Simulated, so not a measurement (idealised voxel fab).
Documented hereafter: the process module known as voxel double patterning.
We display cut, a cross-section 255 nm in width whose square cells are each 5 nm.
Cross-section format: a grid of square cells, given as bands from top to bottom; each band is one or more rows of cells. What a band's entry tells you: where the top is and where the bottom is, as heights in nm, and after that what lies inside, material by material from left to right, each with its width in nm. Empty space is written as the word "empty", and a single material marked with the word "all across" occupies the band from edge to edge. Basically, 0 is our baseline, since under it the wafer straight out of the box is all one material. The bottom band has no lower end and keeps on going down, so it looks like "0 down". Width "30..40": first value at the band's top row of cells, second value at its bottom row, equal change from row to row. What does "remained unchanged" mean for a step? It means no cell of the cross-section changed in that step. If an empty space has no open way to the top and is at least 8 cells in size, "Closed void register" lists it, written width x height at distance, where distance is measured from the left edge and every value is in nm. Step line, after settings: the simulator's comment on this step. "overlay nm" on a masked step: distance the mask lay right of its planned place, negative for left.

[Below is the list of planned process steps]
- 1: op RECEIVE | material Si
- 2: op CONFORMAL_DEP | material SiN | thk nm 10
- 3: op DIRECTIONAL_DEP | material SiO2 | thk nm 15
- 4: op DIRECTIONAL_DEP | material SiCN | thk nm 5
- 5: op DIRECTIONAL_DEP | material aC | thk nm 10
- 6: op PATTERN | tone open | mask id FIRST | material resist | width nm 15 | pitch nm 50 | thk nm 25 | overlay nm 0
- 7: op DIRECTIONAL_ETCH | etch materials aC | depth nm 10
- 8: op STRIP | etch materials resist
- 9: op DIRECTIONAL_ETCH | etch materials SiCN | depth nm 5
- 10: op STRIP | etch materials aC
- 11: op MASKED_ETCH | tone open | mask id SECOND | width nm 15 | etch materials SiCN | depth nm 5 | overlay nm 0
- 12: op DIRECTIONAL_ETCH | etch materials SiO2 | depth nm 15
- 13: op STRIP | etch materials SiCN

[Cross-section, incoming material, after step 1]
    0 down | Si all across
    Closed void register: none

[The plan above was carried out on the starting structure above with one mistake, and this cross-section shows the wafer at the end of the module]
    25 to 10 | empty 95 nm  SiO2 15 nm  empty 35 nm  SiO2 15 nm  empty 95 nm
    10 to 0 | SiN all across
    0 down | Si all across
    Closed void register: none
Which mistake was made when the wafer was run? step 6 ran with different settings than intended, the actual operation and settings being op PATTERN | tone cover | mask id FIRST | material resist | width nm 15 | pitch nm 50 | thk nm 25 | overlay nm 0
